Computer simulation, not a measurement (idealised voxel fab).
The following process module bears the name voxel lift off.
Pictured: cross-section cut, 300 nm wide, on a grid of 5 nm square cells.
Square cells in a grid make up a cross-section in this document, and the grid is given as bands, listed from the top down, each one or more rows of cells. The band entry comprises the height of the band's top followed by the height of its bottom, expressed in nm, and subsequently the band's materials from left to right, each stated together with its width in nm. Where a single material is marked with the word "everywhere", that material fills the band from edge to edge. The word "empty" represents empty space. Basically, 0 is our baseline, since under it the wafer straight out of the box is all one material. The bottom band has no lower end and keeps on going down, so it looks like "0..down". It should be noted that a width expressed as "30 to 40" varies in equal increments from row to row of cells within the band, taking the value of the first number at the top row and that of the second number at the bottom row. Any step labelled "stayed the same" changed none of the cells in the cross-section. Enclosed voids (no open way to top), threshold 8 cells or more, entry "Closed cavity list", notation width x height at distance, distance from left edge, nm. Anything after a step's settings on that line? It's the simulator's own note about the step. overlay nm: how far to the right of its planned place the mask lay on this masked step (negative: to the left).
## The following list gives the planned process steps
step 1: RECEIVE | material Si
step 2: CONFORMAL_DEP | material Al2O3 | thk nm 5
step 3: PATTERN | tone open | mask id LINES | material resist | width nm 20 | pitch nm 45 | thk nm 15 | overlay nm 0
step 4: DIRECTIONAL_DEP | material Ru | thk nm 5
step 5: STRIP | etch materials resist
step 6: CONFORMAL_DEP | material SiO2 | thk nm 5
Wafers differ in thk nm at step 6; plan lists the first wafer's value; identical starting state.
## As-received state after step 1, first of several wafers, cross-section
  0..down: Si everywhere
  Closed cavity list: none
## Wafer rows, end of module: cells per material gained (+) or lost (-) since receipt; closed voids last
thk nm 5 | +60 Al2O3 | +12 Ru | +66 SiO2 | Closed cavity list: none
thk nm 10 | +60 Al2O3 | +12 Ru | +132 SiO2 | Closed cavity list: none
thk nm 15 | +60 Al2O3 | +12 Ru | +196 SiO2 | Closed cavity list: none
thk nm 20 | +60 Al2O3 | +12 Ru | +258 SiO2 | Closed cavity list: none
